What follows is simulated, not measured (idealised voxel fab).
Proc. module: voxel transistor to metal
cross-section cut | 280 nm wide | cells 5 nm
Cross-section format: a grid of square cells, given as bands from top to bottom; each band is one or more rows of cells.
What a band's entry tells you: where the top is and where the bottom is, as heights in nm, and after that what lies inside, material by material from left to right, each with its width in nm. Empty space is written as the word "air", and a single material marked with the word "edge to edge" occupies the band from edge to edge.
Below 0: as-received wafer, all one material; heights counted from there. Lowest band: no bottom, goes on down, written "0 down".
A width such as "30..40" changes by the same amount from each row of cells to the next, from the band's top row to its bottom row.
The designation "nothing got changed", where it is given for a processing step, indicates that no cell of the cross-section was altered in the course of that step.
The entry "Closed-off voids" lists the empty spaces that cover at least 8 cells and have no open path to the top. Each is written as width x height at distance, where the distance is measured from the left edge and all three values are in nm.
On a step's line, text after the settings is the simulator commenting on that step.
If you see "overlay nm" on a step's line and that step has a mask, it's telling you how far right of where it was planned the mask ended up; a negative number means it went left instead.
Read each pair as before and after one process step. The after cross-section shows only down to the lowest band that changed. The step between them and its settings are given below the pair. Pairs can come from different runs of this module on the same starting wafer. A pair continues from the pair above only where its "Pre-step view" entry says so.
Pre-step view
25 to 20  air 40 nm | TiN 25 nm | air 15 nm | TiN 25 nm | air 70 nm | TiN 25 nm | air 15 nm | TiN 25 nm | air 40 nm
20 to 15  TiN 45 nm | HfO2 15 nm | TiN 5 nm | air 15 nm | TiN 5 nm | HfO2 15 nm | TiN 80 nm | HfO2 15 nm | TiN 5 nm | air 15 nm | TiN 5 nm | HfO2 15 nm | TiN 45 nm
15 to 10  HfO2 50 nm | SiN 5 nm | HfO2 5 nm | TiN 5 nm | air 15 nm | TiN 5 nm | HfO2 5 nm | SiN 5 nm | HfO2 90 nm | SiN 5 nm | HfO2 5 nm | TiN 5 nm | air 15 nm | TiN 5 nm | HfO2 5 nm | SiN 5 nm | HfO2 50 nm
10 to 0  SiO2 50 nm | SiN 5 nm | HfO2 5 nm | TiN 5 nm | air 15 nm | TiN 5 nm | HfO2 5 nm | SiN 5 nm | SiO2 90 nm | SiN 5 nm | HfO2 5 nm | TiN 5 nm | air 15 nm | TiN 5 nm | HfO2 5 nm | SiN 5 nm | SiO2 50 nm
0 to -5  SiO2 40 nm | nSi 10 nm | SiN 5 nm | HfO2 5 nm | TiN 25 nm | HfO2 5 nm | SiN 5 nm | nSi 10 nm | SiO2 70 nm | nSi 10 nm | SiN 5 nm | HfO2 5 nm | TiN 25 nm | HfO2 5 nm | SiN 5 nm | nSi 10 nm | SiO2 40 nm
-5 to -10  SiO2 20 nm | nSi 30 nm | SiO2 5 nm | HfO2 35 nm | SiO2 5 nm | nSi 30 nm | SiO2 30 nm | nSi 30 nm | SiO2 5 nm | HfO2 35 nm | SiO2 5 nm | nSi 30 nm | SiO2 20 nm
-10 to -15  SiO2 25 nm | nSi 25 nm | Si 45 nm | nSi 25 nm | SiO2 40 nm | nSi 25 nm | Si 45 nm | nSi 25 nm | SiO2 25 nm
-15 to -50  SiO2 25 nm | Si 95 nm | SiO2 40 nm | Si 95 nm | SiO2 25 nm
-50 down  Si edge to edge
Closed-off voids: none
Sectional View, Post-Process
30 to 25  W edge to edge
25 to 20  W 40 nm | TiN 25 nm | W 15 nm | TiN 25 nm | W 70 nm | TiN 25 nm | W 15 nm | TiN 25 nm | W 40 nm
20 to 15  TiN 45 nm | HfO2 15 nm | TiN 5 nm | W 15 nm | TiN 5 nm | HfO2 15 nm | TiN 80 nm | HfO2 15 nm | TiN 5 nm | W 15 nm | TiN 5 nm | HfO2 15 nm | TiN 45 nm
15 to 10  HfO2 50 nm | SiN 5 nm | HfO2 5 nm | TiN 5 nm | W 15 nm | TiN 5 nm | HfO2 5 nm | SiN 5 nm | HfO2 90 nm | SiN 5 nm | HfO2 5 nm | TiN 5 nm | W 15 nm | TiN 5 nm | HfO2 5 nm | SiN 5 nm | HfO2 50 nm
10 to 0  SiO2 50 nm | SiN 5 nm | HfO2 5 nm | TiN 5 nm | W 15 nm | TiN 5 nm | HfO2 5 nm | SiN 5 nm | SiO2 90 nm | SiN 5 nm | HfO2 5 nm | TiN 5 nm | W 15 nm | TiN 5 nm | HfO2 5 nm | SiN 5 nm | SiO2 50 nm
No changes below 0.
Closed-off voids: none
The step occurring between the two cross-sections depicted above is identified as FILL_DEP [material W] [thk nm 5]
Pre-step view: after-step cross-section of the pair just above applies.
Sectional View, Post-Process
10 to 0  SiO2 50 nm | SiN 5 nm | HfO2 5 nm | TiN 5 nm | W 15 nm | TiN 5 nm | HfO2 5 nm | SiN 5 nm | SiO2 90 nm | SiN 5 nm | HfO2 5 nm | TiN 5 nm | W 15 nm | TiN 5 nm | HfO2 5 nm | SiN 5 nm | SiO2 50 nm
No changes below 0.
Closed-off voids: none
The step occurring between the two cross-sections depicted above is identified as CMP [height nm 10]
Pre-step view: after-step cross-section of the pair just above applies.
Sectional View, Post-Process
20 to 10  SiO2 edge to edge
No changes below 10.
Closed-off voids: none
The step occurring between the two cross-sections depicted above is identified as DIRECTIONAL_DEP [material SiO2] [thk nm 10]
Pre-step view: after-step cross-section of the pair just above applies.
Sectional View, Post-Process
30 to 20  aC edge to edge
No changes below 20.
Closed-off voids: none
The step occurring between the two cross-sections depicted above is identified as DIRECTIONAL_DEP [material aC] [thk nm 10]
Pre-step view: after-step cross-section of the pair just above applies.
Sectional View, Post-Process
60 to 30  resist 25 nm | air 20 nm | resist 55 nm | air 20 nm | resist 40 nm | air 20 nm | resist 55 nm | air 20 nm | resist 25 nm
No changes below 30.
Closed-off voids: none
The step occurring between the two cross-sections depicted above is identified as PATTERN [tone open] [mask id CONTACT] [material resist] [width nm 20] [thk nm 30] [overlay nm 0]
Pre-step view: after-step cross-section of the pair just above applies.
Sectional View, Post-Process
50 to 30  resist 25 nm | air 20 nm | resist 55 nm | air 20 nm | resist 40 nm | air 20 nm | resist 55 nm | air 20 nm | resist 25 nm
30 to 20  aC 25 nm | air 20 nm | aC 55 nm | air 20 nm | aC 40 nm | air 20 nm | aC 55 nm | air 20 nm | aC 25 nm
No changes below 20.
Closed-off voids: none
The step occurring between the two cross-sections depicted above is identified as DIRECTIONAL_ETCH [etch materials aC] [depth nm 10]
Pre-step view: after-step cross-section of the pair just above applies.
Sectional View, Post-Process
30 to 20  aC 25 nm | air 20 nm | aC 55 nm | air 20 nm | aC 40 nm | air 20 nm | aC 55 nm | air 20 nm | aC 25 nm
No changes below 20.
Closed-off voids: none
The step occurring between the two cross-sections depicted above is identified as STRIP [etch materials resist]
Pre-step view: after-step cross-section of the pair just above applies.
Sectional View, Post-Process
30 to 20  aC 25 nm | air 20 nm | aC 55 nm | air 20 nm | aC 40 nm | air 20 nm | aC 55 nm | air 20 nm | aC 25 nm
20 to 10  SiO2 25 nm | air 20 nm | SiO2 55 nm | air 20 nm | SiO2 40 nm | air 20 nm | SiO2 55 nm | air 20 nm | SiO2 25 nm
10 to 0  SiO2 25 nm | air 20 nm | SiO2 5 nm | SiN 5 nm | HfO2 5 nm | TiN 5 nm | W 15 nm | TiN 5 nm | HfO2 5 nm | SiN 5 nm | SiO2 5 nm | air 20 nm | SiO2 40 nm | air 20 nm | SiO2 5 nm | SiN 5 nm | HfO2 5 nm | TiN 5 nm | W 15 nm | TiN 5 nm | HfO2 5 nm | SiN 5 nm | SiO2 5 nm | air 20 nm | SiO2 25 nm
0 to -5  SiO2 25 nm | air 15 nm | nSi 10 nm | SiN 5 nm | HfO2 5 nm | TiN 25 nm | HfO2 5 nm | SiN 5 nm | nSi 10 nm | air 15 nm | SiO2 40 nm | air 15 nm | nSi 10 nm | SiN 5 nm | HfO2 5 nm | TiN 25 nm | HfO2 5 nm | SiN 5 nm | nSi 10 nm | air 15 nm | SiO2 25 nm
No changes below -5.
Closed-off voids: none
The step occurring between the two cross-sections depicted above is identified as DIRECTIONAL_ETCH [etch materials SiO2] [depth nm 25]
Pre-step view: after-step cross-section of the pair just above applies.
Sectional View, Post-Process
20 to 10  SiO2 25 nm | air 20 nm | SiO2 55 nm | air 20 nm | SiO2 40 nm | air 20 nm | SiO2 55 nm | air 20 nm | SiO2 25 nm
No changes below 10.
Closed-off voids: none
The step occurring between the two cross-sections depicted above is identified as STRIP [etch materials aC]
Pre-step view: after-step cross-section of the pair just above applies.
Sectional View, Post-Process
25 to 20  TiN 30 nm | air 10 nm | TiN 65 nm | air 10 nm | TiN 50 nm | air 10 nm | TiN 65 nm | air 10 nm | TiN 30 nm
20 to 10  SiO2 25 nm | TiN 5 nm | air 10 nm | TiN 5 nm | SiO2 55 nm | TiN 5 nm | air 10 nm | TiN 5 nm | SiO2 40 nm | TiN 5 nm | air 10 nm | TiN 5 nm | SiO2 55 nm | TiN 5 nm | air 10 nm | TiN 5 nm | SiO2 25 nm
10 to 0  SiO2 25 nm | TiN 5 nm | air 10..5 nm | TiN 5..10 nm | SiO2 5 nm | SiN 5 nm | HfO2 5 nm | TiN 5 nm | W 15 nm | TiN 5 nm | HfO2 5 nm | SiN 5 nm | SiO2 5 nm | TiN 5..10 nm | air 10..5 nm | TiN 5 nm | SiO2 40 nm | TiN 5 nm | air 10..5 nm | TiN 5..10 nm | SiO2 5 nm | SiN 5 nm | HfO2 5 nm | TiN 5 nm | W 15 nm | TiN 5 nm | HfO2 5 nm | SiN 5 nm | SiO2 5 nm | TiN 5..10 nm | air 10..5 nm | TiN 5 nm | SiO2 25 nm
0 to -5  SiO2 25 nm | TiN 15 nm | nSi 10 nm | SiN 5 nm | HfO2 5 nm | TiN 25 nm | HfO2 5 nm | SiN 5 nm | nSi 10 nm | TiN 15 nm | SiO2 40 nm | TiN 15 nm | nSi 10 nm | SiN 5 nm | HfO2 5 nm | TiN 25 nm | HfO2 5 nm | SiN 5 nm | nSi 10 nm | TiN 15 nm | SiO2 25 nm
No changes below -5.
Closed-off voids: none
The step occurring between the two cross-sections depicted above is identified as CONFORMAL_DEP [material TiN] [thk nm 5]
Pre-step view: after-step cross-section of the pair just above applies.
Sectional View, Post-Process
35 to 25  W edge to edge
25 to 20  TiN 30 nm | W 10 nm | TiN 65 nm | W 10 nm | TiN 50 nm | W 10 nm | TiN 65 nm | W 10 nm | TiN 30 nm
20 to 10  SiO2 25 nm | TiN 5 nm | W 10 nm | TiN 5 nm | SiO2 55 nm | TiN 5 nm | W 10 nm | TiN 5 nm | SiO2 40 nm | TiN 5 nm | W 10 nm | TiN 5 nm | SiO2 55 nm | TiN 5 nm | W 10 nm | TiN 5 nm | SiO2 25 nm
10 to 0  SiO2 25 nm | TiN 5 nm | W 10..5 nm | TiN 5..10 nm | SiO2 5 nm | SiN 5 nm | HfO2 5 nm | TiN 5 nm | W 15 nm | TiN 5 nm | HfO2 5 nm | SiN 5 nm | SiO2 5 nm | TiN 5..10 nm | W 10..5 nm | TiN 5 nm | SiO2 40 nm | TiN 5 nm | W 10..5 nm | TiN 5..10 nm | SiO2 5 nm | SiN 5 nm | HfO2 5 nm | TiN 5 nm | W 15 nm | TiN 5 nm | HfO2 5 nm | SiN 5 nm | SiO2 5 nm | TiN 5..10 nm | W 10..5 nm | TiN 5 nm | SiO2 25 nm
No changes below 0.
Closed-off voids: none
The step occurring between the two cross-sections depicted above is identified as FILL_DEP [material W] [thk nm 10]
Pre-step view: after-step cross-section of the pair just above applies.
Sectional View, Post-Process
20 to 10  SiO2 25 nm | TiN 5 nm | W 10 nm | TiN 5 nm | SiO2 55 nm | TiN 5 nm | W 10 nm | TiN 5 nm | SiO2 40 nm | TiN 5 nm | W 10 nm | TiN 5 nm | SiO2 55 nm | TiN 5 nm | W 10 nm | TiN 5 nm | SiO2 25 nm
No changes below 10.
Closed-off voids: none
The step occurring between the two cross-sections depicted above is identified as CMP [height nm 20]
Pre-step view: after-step cross-section of the pair just above applies.
Sectional View, Post-Process
25 to 20  TiN edge to edge
No changes below 20.
Closed-off voids: none
The step occurring between the two cross-sections depicted above is identified as DIRECTIONAL_DEP [material TiN] [thk nm 5]
Pre-step view: after-step cross-section of the pair just above applies.
Sectional View, Post-Process
45 to 25  Ru edge to edge
No changes below 25.
Closed-off voids: none
The step occurring between the two cross-sections depicted above is identified as DIRECTIONAL_DEP [material Ru] [thk nm 20]
Pre-step view: after-step cross-section of the pair just above applies.
Sectional View, Post-Process
65 to 45  air 25 nm | resist 20 nm | air 55 nm | resist 20 nm | air 40 nm | resist 20 nm | air 55 nm | resist 20 nm | air 25 nm
No changes below 45.
Closed-off voids: none
The step occurring between the two cross-sections depicted above is identified as PATTERN [tone cover] [mask id METAL_1] [material resist] [width nm 20] [thk nm 20] [overlay nm 0]
Pre-step view: after-step cross-section of the pair just above applies.
Sectional View, Post-Process
65 to 45  air 25 nm | resist 20 nm | air 55 nm | resist 20 nm | air 40 nm | resist 20 nm | air 55 nm | resist 20 nm | air 25 nm
45 to 25  air 25 nm | Ru 20 nm | air 55 nm | Ru 20 nm | air 40 nm | Ru 20 nm | air 55 nm | Ru 20 nm | air 25 nm
No changes below 25.
Closed-off voids: none
The step occurring between the two cross-sections depicted above is identified as DIRECTIONAL_ETCH [etch materials Ru] [depth nm 20]
Pre-step view: after-step cross-section of the pair just above applies.
Sectional View, Post-Process
65 to 45  air 25 nm | resist 20 nm | air 55 nm | resist 20 nm | air 40 nm | resist 20 nm | air 55 nm | resist 20 nm | air 25 nm
45 to 25  air 25 nm | Ru 20 nm | air 55 nm | Ru 20 nm | air 40 nm | Ru 20 nm | air 55 nm | Ru 20 nm | air 25 nm
25 to 20  air 25 nm | TiN 20 nm | air 55 nm | TiN 20 nm | air 40 nm | TiN 20 nm | air 55 nm | TiN 20 nm | air 25 nm
No changes below 20.
Closed-off voids: none
The step occurring between the two cross-sections depicted above is identified as DIRECTIONAL_ETCH [etch materials TiN] [depth nm 5]
Pre-step view: after-step cross-section of the pair just above applies.
Sectional View, Post-Process
45 to 25  air 25 nm | Ru 20 nm | air 55 nm | Ru 20 nm | air 40 nm | Ru 20 nm | air 55 nm | Ru 20 nm | air 25 nm
No changes below 25.
Closed-off voids: none
The step occurring between the two cross-sections depicted above is identified as STRIP [etch materials resist]
Pre-step view: after-step cross-section of the pair just above applies.
Sectional View, Post-Process
50 to 45  air 20 nm | SiCN 30 nm | air 45 nm | SiCN 30 nm | air 30 nm | SiCN 30 nm | air 45 nm | SiCN 30 nm | air 20 nm
45 to 25  air 20 nm | SiCN 5 nm | Ru 20 nm | SiCN 5 nm | air 45 nm | SiCN 5 nm | Ru 20 nm | SiCN 5 nm | air 30 nm | SiCN 5 nm | Ru 20 nm | SiCN 5 nm | air 45 nm | SiCN 5 nm | Ru 20 nm | SiCN 5 nm | air 20 nm
25 to 20  SiCN 25 nm | TiN 20 nm | SiCN 55 nm | TiN 20 nm | SiCN 40 nm | TiN 20 nm | SiCN 55 nm | TiN 20 nm | SiCN 25 nm
No changes below 20.
Closed-off voids: none
The step occurring between the two cross-sections depicted above is identified as CONFORMAL_DEP [material SiCN] [thk nm 5]
Pre-step view: after-step cross-section of the pair just above applies.
Sectional View, Post-Process
60 to 50  lowk edge to edge
50 to 45  lowk 20 nm | SiCN 30 nm | lowk 45 nm | SiCN 30 nm | lowk 30 nm | SiCN 30 nm | lowk 45 nm | SiCN 30 nm | lowk 20 nm
45 to 25  lowk 20 nm | SiCN 5 nm | Ru 20 nm | SiCN 5 nm | lowk 45 nm | SiCN 5 nm | Ru 20 nm | SiCN 5 nm | lowk 30 nm | SiCN 5 nm | Ru 20 nm | SiCN 5 nm | lowk 45 nm | SiCN 5 nm | Ru 20 nm | SiCN 5 nm | lowk 20 nm
No changes below 25.
Closed-off voids: none
The step occurring between the two cross-sections depicted above is identified as FILL_DEP [material lowk] [thk nm 10]
Pre-step view: after-step cross-section of the pair just above applies.
Sectional View, Post-Process
45 to 25  lowk 20 nm | SiCN 5 nm | Ru 20 nm | SiCN 5 nm | lowk 45 nm | SiCN 5 nm | Ru 20 nm | SiCN 5 nm | lowk 30 nm | SiCN 5 nm | Ru 20 nm | SiCN 5 nm | lowk 45 nm | SiCN 5 nm | Ru 20 nm | SiCN 5 nm | lowk 20 nm
No changes below 25.
Closed-off voids: none
The step occurring between the two cross-sections depicted above is identified as CMP [height nm 45]
Pre-step view: after-step cross-section of the pair just above applies.
Sectional View, Post-Process
50 to 45  SiCN edge to edge
No changes below 45.
Closed-off voids: none
The step occurring between the two cross-sections depicted above is identified as CONFORMAL_DEP [material SiCN] [thk nm 5]
Pre-step view: after-step cross-section of the pair just above applies.
Sectional View, Post-Process
80 to 50  lowk edge to edge
No changes below 50.
Closed-off voids: none
The step occurring between the two cross-sections depicted above is identified as DIRECTIONAL_DEP [material lowk] [thk nm 30]
Pre-step view: after-step cross-section of the pair just above applies.
Sectional View, Post-Process
95 to 80  resist 25 nm | air 20 nm | resist 115 nm | air 20 nm | resist 100 nm
No changes below 80.
Closed-off voids: none
The step occurring between the two cross-sections depicted above is identified as PATTERN [tone open] [mask id METAL_2] [material resist] [width nm 20] [pitch nm 135] [thk nm 15] [overlay nm 0]
Pre-step view: after-step cross-section of the pair just above applies.
Sectional View, Post-Process
95 to 80  resist 25 nm | air 20 nm | resist 115 nm | air 20 nm | resist 100 nm
80 to 60  lowk 25 nm | air 20 nm | lowk 115 nm | air 20 nm | lowk 100 nm
No changes below 60.
Closed-off voids: none
The step occurring between the two cross-sections depicted above is identified as DIRECTIONAL_ETCH [etch materials lowk] [depth nm 20]
Pre-step view: after-step cross-section of the pair just above applies.
Sectional View, Post-Process
80 to 60  lowk 25 nm | air 20 nm | lowk 115 nm | air 20 nm | lowk 100 nm
No changes below 60.
Closed-off voids: none
The step occurring between the two cross-sections depicted above is identified as STRIP [etch materials resist]
Pre-step view: after-step cross-section of the pair just above applies.
Sectional View, Post-Process
95 to 80  resist 25 nm | air 15 nm | resist 120 nm | air 15 nm | resist 105 nm
80 to 60  lowk 25 nm | air 15 nm | resist 5 nm | lowk 115 nm | air 15 nm | resist 5 nm | lowk 100 nm
No changes below 60.
Closed-off voids: none
The step occurring between the two cross-sections depicted above is identified as PATTERN [tone open] [mask id METAL_2_HOLES] [material resist] [width nm 15] [pitch nm 135] [thk nm 15] [overlay nm 0]
Pre-step view: after-step cross-section of the pair just above applies.
Sectional View, Post-Process
95 to 80  resist 25 nm | air 15 nm | resist 120 nm | air 15 nm | resist 105 nm
80 to 60  lowk 25 nm | air 15 nm | resist 5 nm | lowk 115 nm | air 15 nm | resist 5 nm | lowk 100 nm
60 to 50  lowk 25 nm | air 15 nm | lowk 120 nm | air 15 nm | lowk 105 nm
No changes below 50.
Closed-off voids: none
The step occurring between the two cross-sections depicted above is identified as DIRECTIONAL_ETCH [etch materials lowk] [depth nm 10]
Pre-step view: after-step cross-section of the pair just above applies.
Sectional View, Post-Process
95 to 80  resist 25 nm | air 15 nm | resist 120 nm | air 15 nm | resist 105 nm
80 to 60  lowk 25 nm | air 15 nm | resist 5 nm | lowk 115 nm | air 15 nm | resist 5 nm | lowk 100 nm
60 to 50  lowk 25 nm | air 15 nm | lowk 120 nm | air 15 nm | lowk 105 nm
50 to 45  SiCN 25 nm | air 15 nm | SiCN 120 nm | air 15 nm | SiCN 105 nm
No changes below 45.
Closed-off voids: none
The step occurring between the two cross-sections depicted above is identified as DIRECTIONAL_ETCH [etch materials SiCN] [depth nm 5]
Pre-step view: after-step cross-section of the pair just above applies.
Sectional View, Post-Process
80 to 60  lowk 25 nm | air 20 nm | lowk 115 nm | air 20 nm | lowk 100 nm
No changes below 60.
Closed-off voids: none
The step occurring between the two cross-sections depicted above is identified as STRIP [etch materials resist]
Pre-step view: after-step cross-section of the pair just above applies.
Sectional View, Post-Process
85 to 80  TiN 30 nm | air 10 nm | TiN 125 nm | air 10 nm | TiN 105 nm
80 to 65  lowk 25 nm | TiN 5 nm | air 10 nm | TiN 5 nm | lowk 115 nm | TiN 5 nm | air 10 nm | TiN 5 nm | lowk 100 nm
65 to 60  lowk 25 nm | TiN 5 nm | air 5 nm | TiN 10 nm | lowk 115 nm | TiN 5 nm | air 5 nm | TiN 10 nm | lowk 100 nm
60 to 50  lowk 25 nm | TiN 5 nm | air 5 nm | TiN 5 nm | lowk 120 nm | TiN 5 nm | air 5 nm | TiN 5 nm | lowk 105 nm
50 to 45  SiCN 25 nm | TiN 15 nm | SiCN 120 nm | TiN 15 nm | SiCN 105 nm
No changes below 45.
Closed-off voids: none
The step occurring between the two cross-sections depicted above is identified as CONFORMAL_DEP [material TiN] [thk nm 5]
Pre-step view: after-step cross-section of the pair just above applies.
Sectional View, Post-Process
90 to 85  Ru edge to edge
85 to 80  TiN 30 nm | Ru 10 nm | TiN 125 nm | Ru 10 nm | TiN 105 nm
80 to 65  lowk 25 nm | TiN 5 nm | Ru 10 nm | TiN 5 nm | lowk 115 nm | TiN 5 nm | Ru 10 nm | TiN 5 nm | lowk 100 nm
65 to 60  lowk 25 nm | TiN 5 nm | Ru 5 nm | TiN 10 nm | lowk 115 nm | TiN 5 nm | Ru 5 nm | TiN 10 nm | lowk 100 nm
60 to 50  lowk 25 nm | TiN 5 nm | Ru 5 nm | TiN 5 nm | lowk 120 nm | TiN 5 nm | Ru 5 nm | TiN 5 nm | lowk 105 nm
No changes below 50.
Closed-off voids: none
The step occurring between the two cross-sections depicted above is identified as FILL_DEP [material Ru] [thk nm 5]
Pre-step view: after-step cross-section of the pair just above applies.
Sectional View, Post-Process
80 to 65  lowk 25 nm | TiN 5 nm | Ru 10 nm | TiN 5 nm | lowk 115 nm | TiN 5 nm | Ru 10 nm | TiN 5 nm | lowk 100 nm
No changes below 65.
Closed-off voids: none
The step occurring between the two cross-sections depicted above is identified as CMP [height nm 80]
Pre-step view: after-step cross-section of the pair just above applies.
Sectional View, Post-Process
85 to 80  SiN edge to edge
No changes below 80.
Closed-off voids: none
The step occurring between the two cross-sections depicted above is identified as CONFORMAL_DEP [material SiN] [thk nm 5]
Pre-step view
20 to 10  SiO2 25 nm | TiN 5 nm | W 10 nm | TiN 5 nm | SiO2 55 nm | TiN 5 nm | W 10 nm | TiN 5 nm | SiO2 40 nm | TiN 5 nm | W 10 nm | TiN 5 nm | SiO2 55 nm | TiN 5 nm | W 10 nm | TiN 5 nm | SiO2 25 nm
10 to 0  SiO2 25 nm | TiN 5 nm | W 10..5 nm | TiN 5..10 nm | SiO2 5 nm | SiN 5 nm | HfO2 5 nm | TiN 5 nm | W 15 nm | TiN 5 nm | HfO2 5 nm | SiN 5 nm | SiO2 5 nm | TiN 5..10 nm | W 10..5 nm | TiN 5 nm | SiO2 40 nm | TiN 5 nm | W 10..5 nm | TiN 5..10 nm | SiO2 5 nm | SiN 5 nm | HfO2 5 nm | TiN 5 nm | W 15 nm | TiN 5 nm | HfO2 5 nm | SiN 5 nm | SiO2 5 nm | TiN 5..10 nm | W 10..5 nm | TiN 5 nm | SiO2 25 nm
0 to -5  SiO2 25 nm | TiN 15 nm | nSi 10 nm | SiN 5 nm | HfO2 5 nm | TiN 25 nm | HfO2 5 nm | SiN 5 nm | nSi 10 nm | TiN 15 nm | SiO2 40 nm | TiN 15 nm | nSi 10 nm | SiN 5 nm | HfO2 5 nm | TiN 25 nm | HfO2 5 nm | SiN 5 nm | nSi 10 nm | TiN 15 nm | SiO2 25 nm
-5 to -10  SiO2 20 nm | nSi 30 nm | SiO2 5 nm | HfO2 35 nm | SiO2 5 nm | nSi 30 nm | SiO2 30 nm | nSi 30 nm | SiO2 5 nm | HfO2 35 nm | SiO2 5 nm | nSi 30 nm | SiO2 20 nm
-10 to -15  SiO2 25 nm | nSi 25 nm | Si 45 nm | nSi 25 nm | SiO2 40 nm | nSi 25 nm | Si 45 nm | nSi 25 nm | SiO2 25 nm
-15 to -30  SiO2 25 nm | Si 95 nm | SiO2 40 nm | Si 95 nm | SiO2 25 nm
-30 down  Si edge to edge
Closed-off voids: none
Sectional View, Post-Process
40 to 20  Ru edge to edge
No changes below 20.
Closed-off voids: none
The step occurring between the two cross-sections depicted above is identified as DIRECTIONAL_DEP [material Ru] [thk nm 20]
Pre-step view: after-step cross-section of the pair just above applies.
Sectional View, Post-Process
45 to 40  TiN edge to edge
No changes below 40.
Closed-off voids: none
The step occurring between the two cross-sections depicted above is identified as DIRECTIONAL_DEP [material TiN] [thk nm 5]
Pre-step view: after-step cross-section of the pair just above applies.
Sectional View, Post-Process
65 to 45  air 25 nm | resist 20 nm | air 55 nm | resist 20 nm | air 40 nm | resist 20 nm | air 55 nm | resist 20 nm | air 25 nm
No changes below 45.
Closed-off voids: none
The step occurring between the two cross-sections depicted above is identified as PATTERN [tone cover] [mask id METAL_1] [material resist] [width nm 20] [thk nm 20] [overlay nm 0]
Pre-step view: after-step cross-section of the pair just above applies.
Sectional View, Post-Process
65 to 45  air 25 nm | resist 20 nm | air 55 nm | resist 20 nm | air 40 nm | resist 20 nm | air 55 nm | resist 20 nm | air 25 nm
45 to 40  air 25 nm | TiN 20 nm | air 55 nm | TiN 20 nm | air 40 nm | TiN 20 nm | air 55 nm | TiN 20 nm | air 25 nm
No changes below 40.
Closed-off voids: none
The step occurring between the two cross-sections depicted above is identified as DIRECTIONAL_ETCH [etch materials TiN] [depth nm 5]
Pre-step view: after-step cross-section of the pair just above applies.
Sectional View, Post-Process
45 to 40  air 25 nm | TiN 20 nm | air 55 nm | TiN 20 nm | air 40 nm | TiN 20 nm | air 55 nm | TiN 20 nm | air 25 nm
No changes below 40.
Closed-off voids: none
The step occurring between the two cross-sections depicted above is identified as STRIP [etch materials resist]
Pre-step view: after-step cross-section of the pair just above applies.
Sectional View, Post-Process
50 to 45  air 20 nm | SiCN 30 nm | air 45 nm | SiCN 30 nm | air 30 nm | SiCN 30 nm | air 45 nm | SiCN 30 nm | air 20 nm
45 to 40  SiCN 25 nm | TiN 20 nm | SiCN 55 nm | TiN 20 nm | SiCN 40 nm | TiN 20 nm | SiCN 55 nm | TiN 20 nm | SiCN 25 nm
No changes below 40.
Closed-off voids: none
The step occurring between the two cross-sections depicted above is identified as CONFORMAL_DEP [material SiCN] [thk nm 5]
Pre-step view: after-step cross-section of the pair just above applies.
Sectional View, Post-Process
60 to 50  lowk edge to edge
50 to 45  lowk 20 nm | SiCN 30 nm | lowk 45 nm | SiCN 30 nm | lowk 30 nm | SiCN 30 nm | lowk 45 nm | SiCN 30 nm | lowk 20 nm
No changes below 45.
Closed-off voids: none
The step occurring between the two cross-sections depicted above is identified as FILL_DEP [material lowk] [thk nm 10]
Pre-step view: after-step cross-section of the pair just above applies.
Sectional View, Post-Process
45 to 40  SiCN 25 nm | TiN 20 nm | SiCN 55 nm | TiN 20 nm | SiCN 40 nm | TiN 20 nm | SiCN 55 nm | TiN 20 nm | SiCN 25 nm
No changes below 40.
Closed-off voids: none
The step occurring between the two cross-sections depicted above is identified as CMP [height nm 45]
Pre-step view: after-step cross-section of the pair just above applies.
Sectional View, Post-Process
50 to 45  SiCN edge to edge
No changes below 45.
Closed-off voids: none
The step occurring between the two cross-sections depicted above is identified as CONFORMAL_DEP [material SiCN] [thk nm 5]
Pre-step view: after-step cross-section of the pair just above applies.
Sectional View, Post-Process
80 to 50  lowk edge to edge
No changes below 50.
Closed-off voids: none
The step occurring between the two cross-sections depicted above is identified as DIRECTIONAL_DEP [material lowk] [thk nm 30]
Pre-step view: after-step cross-section of the pair just above applies.
Sectional View, Post-Process
95 to 80  resist 25 nm | air 20 nm | resist 115 nm | air 20 nm | resist 100 nm
No changes below 80.
Closed-off voids: none
The step occurring between the two cross-sections depicted above is identified as PATTERN [tone open] [mask id METAL_2] [material resist] [width nm 20] [pitch nm 135] [thk nm 15] [overlay nm 0]
Pre-step view: after-step cross-section of the pair just above applies.
Sectional View, Post-Process
95 to 80  resist 25 nm | air 20 nm | resist 115 nm | air 20 nm | resist 100 nm
80 to 60  lowk 25 nm | air 20 nm | lowk 115 nm | air 20 nm | lowk 100 nm
No changes below 60.
Closed-off voids: none
The step occurring between the two cross-sections depicted above is identified as DIRECTIONAL_ETCH [etch materials lowk] [depth nm 20]
Pre-step view: after-step cross-section of the pair just above applies.
Sectional View, Post-Process
80 to 60  lowk 25 nm | air 20 nm | lowk 115 nm | air 20 nm | lowk 100 nm
No changes below 60.
Closed-off voids: none
The step occurring between the two cross-sections depicted above is identified as STRIP [etch materials resist]
Pre-step view: after-step cross-section of the pair just above applies.
Sectional View, Post-Process
95 to 80  resist 25 nm | air 15 nm | resist 120 nm | air 15 nm | resist 105 nm
80 to 60  lowk 25 nm | air 15 nm | resist 5 nm | lowk 115 nm | air 15 nm | resist 5 nm | lowk 100 nm
No changes below 60.
Closed-off voids: none
The step occurring between the two cross-sections depicted above is identified as PATTERN [tone open] [mask id METAL_2_HOLES] [material resist] [width nm 15] [pitch nm 135] [thk nm 15] [overlay nm 0]
Pre-step view: after-step cross-section of the pair just above applies.
Sectional View, Post-Process
95 to 80  resist 25 nm | air 15 nm | resist 120 nm | air 15 nm | resist 105 nm
80 to 60  lowk 25 nm | air 15 nm | resist 5 nm | lowk 115 nm | air 15 nm | resist 5 nm | lowk 100 nm
60 to 50  lowk 25 nm | air 15 nm | lowk 120 nm | air 15 nm | lowk 105 nm
No changes below 50.
Closed-off voids: none
The step occurring between the two cross-sections depicted above is identified as DIRECTIONAL_ETCH [etch materials lowk] [depth nm 10]
Pre-step view: after-step cross-section of the pair just above applies.
Sectional View, Post-Process
95 to 80  resist 25 nm | air 15 nm | resist 120 nm | air 15 nm | resist 105 nm
80 to 60  lowk 25 nm | air 15 nm | resist 5 nm | lowk 115 nm | air 15 nm | resist 5 nm | lowk 100 nm
60 to 50  lowk 25 nm | air 15 nm | lowk 120 nm | air 15 nm | lowk 105 nm
50 to 45  SiCN 25 nm | air 15 nm | SiCN 120 nm | air 15 nm | SiCN 105 nm
No changes below 45.
Closed-off voids: none
The step occurring between the two cross-sections depicted above is identified as DIRECTIONAL_ETCH [etch materials SiCN] [depth nm 5]
Pre-step view: after-step cross-section of the pair just above applies.
Sectional View, Post-Process
80 to 60  lowk 25 nm | air 20 nm | lowk 115 nm | air 20 nm | lowk 100 nm
No changes below 60.
Closed-off voids: none
The step occurring between the two cross-sections depicted above is identified as STRIP [etch materials resist]
